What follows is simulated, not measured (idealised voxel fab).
process module | voxel wiring stack
cross-section cut | 250 nm wide | cells 5 nm
A cross-section is a grid of square cells, given in bands from the top down. A band is one or more rows of cells.
Each band's line starts with the height of the band's top and of its bottom, in nm. Then come its materials from left to right, each with its width in nm. One material with "throughout" fills the band from edge to edge. "air" is empty space.
Height 0 is the level under which the wafer as received is all one material. The lowest band goes on downwards, as in "0 down".
A width such as "30 to 40" changes by the same amount from each row of cells to the next, from the band's top row to its bottom row.
"no change" after a step means that no cell of the cross-section changed.
closed voids: empty space of 8 cells or more with no open way to the top, each as width x height at its distance from the left edge, in nm
after a step's settings: what the simulator itself notes on the step
overlay nm, on a step with a mask: how far to the right of its planned place the mask lay; to the left if negative
plan
1 op RECEIVE | material Si
2 op CONFORMAL_DEP | material SiO2 | thk nm 15
3 op CONFORMAL_DEP | material SiN | thk nm 5
4 op DIRECTIONAL_DEP | material lowk | thk nm 25
5 op DIRECTIONAL_DEP | material aC | thk nm 10
6 op PATTERN | tone open | mask id METAL_1 | material resist | width nm 25 | pitch nm 45 | thk nm 25 | overlay nm 0
7 op DIRECTIONAL_ETCH | etch materials aC | depth nm 10
8 op STRIP | etch materials resist
9 op DIRECTIONAL_ETCH | etch materials lowk | depth nm 25
10 op DIRECTIONAL_ETCH | etch materials SiN | depth nm 5
11 op STRIP | etch materials aC
12 op CONFORMAL_DEP | material TiN | thk nm 5
13 op FILL_DEP | material W | thk nm 10
14 op CMP | height nm 45
15 op CONFORMAL_DEP | material SiCN | thk nm 5
16 op DIRECTIONAL_DEP | material lowk | thk nm 20
17 op MASKED_ETCH | tone open | mask id PLUG_1 | width nm 15 | pitch nm 90 | etch materials lowk | depth nm 20 | overlay nm 0
18 op MASKED_ETCH | tone open | mask id PLUG_1 | width nm 15 | pitch nm 90 | etch materials SiCN | depth nm 5 | overlay nm 0
19 op EPI | material Ru | thk nm 10
20 op EPI | material Ru | thk nm 10
21 op EPI | material Ru | thk nm 5
22 op CONFORMAL_DEP | material SiN | thk nm 5
23 op DIRECTIONAL_DEP | material lowk | thk nm 25
24 op MASKED_ETCH | tone open | mask id METAL_2 | width nm 25 | pitch nm 45 | etch materials lowk | depth nm 25 | overlay nm 0
25 op MASKED_ETCH | tone open | mask id METAL_2 | width nm 25 | pitch nm 45 | etch materials SiN | depth nm 5 | overlay nm 0
26 op CONFORMAL_DEP | material TiN | thk nm 5
27 op FILL_DEP | material Ru | thk nm 10
28 op CMP | height nm 100
29 op CONFORMAL_DEP | material SiCN | thk nm 5
30 op DIRECTIONAL_DEP | material lowk | thk nm 10
31 op PATTERN | tone open | mask id PLUG_2 | material resist | width nm 15 | pitch nm 45 | thk nm 20 | overlay nm 0
32 op DIRECTIONAL_ETCH | etch materials lowk | depth nm 10
33 op DIRECTIONAL_ETCH | etch materials SiCN | depth nm 5
34 op STRIP | etch materials resist
35 op CONFORMAL_DEP | material TiN | thk nm 5
36 op FILL_DEP | material W | thk nm 10
37 op CMP | height nm 115
38 op DIRECTIONAL_DEP | material TiN | thk nm 5
39 op DIRECTIONAL_DEP | material W | thk nm 15
40 op DIRECTIONAL_DEP | material aC | thk nm 10
41 op PATTERN | tone cover | mask id METAL_3 | material resist | width nm 25 | pitch nm 45 | thk nm 30 | overlay nm 0
42 op DIRECTIONAL_ETCH | etch materials aC | depth nm 10
43 op STRIP | etch materials resist
44 op DIRECTIONAL_ETCH | etch materials W | depth nm 15
45 op DIRECTIONAL_ETCH | etch materials TiN | depth nm 5
46 op STRIP | etch materials aC
47 op FILL_DEP | material lowk | thk nm 10
48 op CMP | height nm 135
49 op CONFORMAL_DEP | material SiN | thk nm 5
as received, after step 1
  0 down: Si throughout
  closed voids: none
first wafer at the end, as planned
  140 to 135: SiN throughout
  135 to 120: lowk 45 | W 25 | lowk 20 | W 25 | lowk 20 | W 25 | lowk 20 | W 25 | lowk 45
  120 to 115: lowk 45 | TiN 25 | lowk 20 | TiN 25 | lowk 20 | TiN 25 | lowk 20 | TiN 25 | lowk 45
  115 to 105: lowk 45 | TiN 5 | W 5 | TiN 5 | lowk 30 | TiN 5 | W 5 | TiN 5 | lowk 30 | TiN 5 | W 5 | TiN 5 | lowk 30 | TiN 5 | W 5 | TiN 5 | lowk 55
  105 to 100: SiCN 45 | TiN 15 | SiCN 30 | TiN 15 | SiCN 30 | TiN 15 | SiCN 30 | TiN 15 | SiCN 55
  100 to 75: lowk 45 | TiN 5 | Ru 15 | TiN 5 | lowk 20 | TiN 5 | Ru 15 | TiN 5 | lowk 20 | TiN 5 | Ru 15 | TiN 5 | lowk 20 | TiN 5 | Ru 15 | TiN 5 | lowk 45
  75 to 70: SiN 45 | TiN 25 | SiN 20 | TiN 25 | SiN 20 | TiN 25 | SiN 20 | TiN 25 | SiN 45
  70 to 50: lowk 45 | Ru 15 | lowk 75 | Ru 15 | lowk 100
  50 to 45: SiCN 45 | Ru 15 | SiCN 75 | Ru 15 | SiCN 100
  45 to 20: lowk 45 | TiN 5 | W 15 | TiN 5 | lowk 20 | TiN 5 | W 15 | TiN 5 | lowk 20 | TiN 5 | W 15 | TiN 5 | lowk 20 | TiN 5 | W 15 | TiN 5 | lowk 45
  20 to 15: SiN 45 | TiN 25 | SiN 20 | TiN 25 | SiN 20 | TiN 25 | SiN 20 | TiN 25 | SiN 45
  15 to 0: SiO2 throughout
  0 down: Si throughout
  closed voids: none
second wafer at the end: like start, like plan, one mistake
  140 to 135: SiN throughout
  135 to 120: lowk 45 | W 25 | lowk 20 | W 25 | lowk 20 | W 25 | lowk 20 | W 25 | lowk 45
  120 to 115: lowk 45 | TiN 25 | lowk 20 | TiN 25 | lowk 20 | TiN 25 | lowk 20 | TiN 25 | lowk 45
  115 to 105: lowk 45 | TiN 5 | W 5 | TiN 5 | lowk 30 | TiN 5 | W 5 | TiN 5 | lowk 30 | TiN 5 | W 5 | TiN 5 | lowk 30 | TiN 5 | W 5 | TiN 5 | lowk 55
  105 to 100: SiCN 45 | TiN 15 | SiCN 30 | TiN 15 | SiCN 30 | TiN 15 | SiCN 30 | TiN 15 | SiCN 55
  100 to 75: lowk 45 | TiN 5 | Ru 15 | TiN 5 | lowk 20 | TiN 5 | Ru 15 | TiN 5 | lowk 20 | TiN 5 | Ru 15 | TiN 5 | lowk 20 | TiN 5 | Ru 15 | TiN 5 | lowk 45
  75 to 70: SiN 45 | TiN 25 | SiN 20 | TiN 25 | SiN 20 | TiN 25 | SiN 20 | TiN 25 | SiN 45
  70 to 50: lowk 45 | Ru 20 | lowk 70 | Ru 20 | lowk 95
  50 to 45: SiCN 45 | Ru 15 | SiCN 75 | Ru 15 | SiCN 100
  45 to 20: lowk 45 | TiN 5 | W 15 | TiN 5 | lowk 20 | TiN 5 | W 15 | TiN 5 | lowk 20 | TiN 5 | W 15 | TiN 5 | lowk 20 | TiN 5 | W 15 | TiN 5 | lowk 45
  20 to 15: SiN 45 | TiN 25 | SiN 20 | TiN 25 | SiN 20 | TiN 25 | SiN 20 | TiN 25 | SiN 45
  15 to 0: SiO2 throughout
  0 down: Si throughout
  closed voids: none
what went wrong: step 17 ran as: op MASKED_ETCH | tone open | mask id PLUG_1 | width nm 20 | pitch nm 90 | etch materials lowk | depth nm 20 | overlay nm 0
at the end the second wafer has, in cells: 8 more of Ru | 8 fewer of lowk
